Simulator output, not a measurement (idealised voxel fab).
voxel transistor to metal: a process module
Square cells of 5 nm make up the cross-section cut, whose width is 180 nm.
Cross-section layout: square cells on a grid; listed as bands, top to bottom; a band spans one or more cell rows.
In this notation a band is specified by the heights of its top and bottom, in that order and in nm, after which its materials appear from left to right, each paired with its width in nm. The word "all across" attached to a single material means that material fills the band from edge to edge; the word "air" stands for empty space.
All heights in this document are referenced to 0, defined as the level beneath which the wafer, as received, consists entirely of one material. The lowest band is not bounded below; it extends indefinitely downward and is written in the form "top 0, no bottom".
Per-row width for "30->40": begins at first number (top row of band), ends at second number (bottom row), increment between rows held constant.
The cross-section has no changed cell in any step marked "nothing got changed".
"closed voids": sealed empty spaces, 8 cells or more, no open way to top, listed width x height at distance, with distance from the left edge and width, height and distance in nm.
What comes after the settings on a step's line is commentary from the simulator itself on that step.
Steps that use a mask can have "overlay nm" on their line. It says how far the mask sat to the right of where it was meant to be. Negative means to the left.

[Planned step list for the process]
1 RECEIVE, material Si
2 OXIDIZE, depth nm 5
3 CONFORMAL_DEP, material SiN, thk nm 15
4 PATTERN, tone cover, mask id ACTIVE, material resist, width nm 115, thk nm 15, overlay nm 0
5 DIRECTIONAL_ETCH, etch materials SiN, depth nm 15
6 DIRECTIONAL_ETCH, etch materials SiO2, depth nm 5
7 DIRECTIONAL_ETCH, etch materials Si, depth nm 25
8 STRIP, etch materials resist
9 OXIDIZE, depth nm 5
10 FILL_DEP, material SiO2, thk nm 15
11 CMP, height nm 15
12 SELECTIVE_ETCH, etch materials SiO2, depth nm 10
13 STRIP, etch materials SiN
14 SELECTIVE_ETCH, etch materials SiO2, depth nm 5
15 OXIDIZE, depth nm 5
16 DIRECTIONAL_DEP, material polySi, thk nm 30
17 DIRECTIONAL_DEP, material SiCN, thk nm 10
18 PATTERN, tone cover, mask id GATE, material resist, width nm 25, thk nm 15, overlay nm 0
19 DIRECTIONAL_ETCH, etch materials SiCN, depth nm 20
20 DIRECTIONAL_ETCH, etch materials polySi, depth nm 40
21 STRIP, etch materials resist
22 CONFORMAL_DEP, material SiN, thk nm 5
23 DIRECTIONAL_ETCH, etch materials SiN, depth nm 5
24 DIRECTIONAL_ETCH, etch materials SiO2, depth nm 5
25 DIRECTIONAL_ETCH, etch materials Si, depth nm 10
26 EPI, material nSi, thk nm 10
27 FILL_DEP, material SiO2, thk nm 10
28 CMP, height nm 25
29 STRIP, etch materials polySi
30 SELECTIVE_ETCH, etch materials SiO2, depth nm 5
31 CONFORMAL_DEP, material HfO2, thk nm 5
32 CONFORMAL_DEP, material TiN, thk nm 5
33 FILL_DEP, material W, thk nm 5
34 CMP, height nm 20
35 DIRECTIONAL_DEP, material SiO2, thk nm 15
36 DIRECTIONAL_DEP, material aC, thk nm 15
37 PATTERN, tone open, mask id CONTACT, material resist, width nm 20, pitch nm 85, thk nm 30, overlay nm 0
38 DIRECTIONAL_ETCH, etch materials aC, depth nm 15
39 STRIP, etch materials resist
40 DIRECTIONAL_ETCH, etch materials SiO2, depth nm 45
41 STRIP, etch materials aC
42 CONFORMAL_DEP, material TiN, thk nm 5
43 FILL_DEP, material Ru, thk nm 5
44 CMP, height nm 35
45 CONFORMAL_DEP, material SiCN, thk nm 5
46 DIRECTIONAL_DEP, material lowk, thk nm 20
47 DIRECTIONAL_DEP, material aC, thk nm 15
48 PATTERN, tone open, mask id METAL_1, material resist, width nm 20, pitch nm 85, thk nm 35, overlay nm 0
49 DIRECTIONAL_ETCH, etch materials aC, depth nm 15
50 STRIP, etch materials resist
51 DIRECTIONAL_ETCH, etch materials lowk, depth nm 20
52 DIRECTIONAL_ETCH, etch materials SiCN, depth nm 5
53 STRIP, etch materials aC
54 CONFORMAL_DEP, material TiN, thk nm 5
55 FILL_DEP, material Ru, thk nm 10
56 CMP, height nm 60
57 CONFORMAL_DEP, material SiCN, thk nm 5
58 DIRECTIONAL_DEP, material SiO2, thk nm 30
59 MASKED_ETCH, tone open, mask id METAL_2_HOLES, width nm 15, pitch nm 85, etch materials SiO2, depth nm 30, overlay nm 0
60 DIRECTIONAL_DEP, material aC, thk nm 10
61 PATTERN, tone open, mask id METAL_2, material resist, width nm 20, pitch nm 85, thk nm 30, overlay nm 0
62 DIRECTIONAL_ETCH, etch materials aC, depth nm 10
63 STRIP, etch materials resist
64 DIRECTIONAL_ETCH, etch materials SiO2, depth nm 15
65 DIRECTIONAL_ETCH, etch materials SiCN, depth nm 5
66 STRIP, etch materials aC
67 CONFORMAL_DEP, material TiN, thk nm 5
68 FILL_DEP, material Cu, thk nm 10
69 CMP, height nm 95
70 CONFORMAL_DEP, material SiCN, thk nm 5

[as received, after step 1]
top 0, no bottom = Si all across
closed voids: none

[The plan above was carried out on the starting structure above with one mistake, and this cross-section shows the wafer at the end of the module]
top 100, bottom 95 = SiCN all across
top 95, bottom 85 = SiO2: 35 | TiN: 5 | Cu: 10 | TiN: 5 | SiO2: 65 | TiN: 5 | Cu: 10 | TiN: 5 | SiO2: 40
top 85, bottom 80 = SiO2: 35 | TiN: 5 | Cu: 5 | TiN: 10 | SiO2: 65 | TiN: 5 | Cu: 5 | TiN: 10 | SiO2: 40
top 80, bottom 65 = SiO2: 35 | TiN: 5 | Cu: 5 | TiN: 5 | SiO2: 70 | TiN: 5 | Cu: 5 | TiN: 5 | SiO2: 45
top 65, bottom 60 = SiCN: 35 | TiN: 15 | SiCN: 70 | TiN: 15 | SiCN: 45
top 60, bottom 40 = lowk: 35 | TiN: 5 | Ru: 10 | TiN: 5 | lowk: 65 | TiN: 5 | Ru: 10 | TiN: 5 | lowk: 40
top 40, bottom 35 = SiCN: 35 | TiN: 20 | SiCN: 65 | TiN: 20 | SiCN: 40
top 35, bottom 20 = SiO2: 35 | TiN: 5 | Ru: 10 | TiN: 5 | SiO2: 65 | TiN: 5 | Ru: 10 | TiN: 5 | SiO2: 40
top 20, bottom 0 = SiO2: 35 | TiN: 5 | Ru: 10 | TiN: 5 | SiO2: 15 | SiN: 5 | TiN: 5 | W: 15 | TiN: 5 | SiN: 5 | SiO2: 15 | TiN: 5 | Ru: 10 | TiN: 5 | SiO2: 40
top 0, bottom -5 = SiO2: 25 | SiN: 5 | SiO2: 5 | TiN: 5 | Ru: 10 | TiN: 5 | SiO2: 5 | nSi: 10 | SiN: 5 | TiN: 5 | W: 15 | TiN: 5 | SiN: 5 | nSi: 10 | SiO2: 5 | TiN: 5 | Ru: 10 | TiN: 5 | SiO2: 5 | SiN: 5 | SiO2: 30
top -5, bottom -10 = SiO2: 35 | TiN: 20 | SiO2: 5 | nSi: 10 | TiN: 35 | nSi: 10 | SiO2: 5 | TiN: 20 | SiO2: 40
top -10, bottom -20 = SiO2: 35 | nSi: 35 | Si: 35 | nSi: 35 | SiO2: 40
top -20, bottom -35 = SiO2: 35 | Si: 105 | SiO2: 40
top -35, no bottom = Si all across
closed voids: none
Finding, execution versus plan: step 31 of the plan did not run at all; it was left out
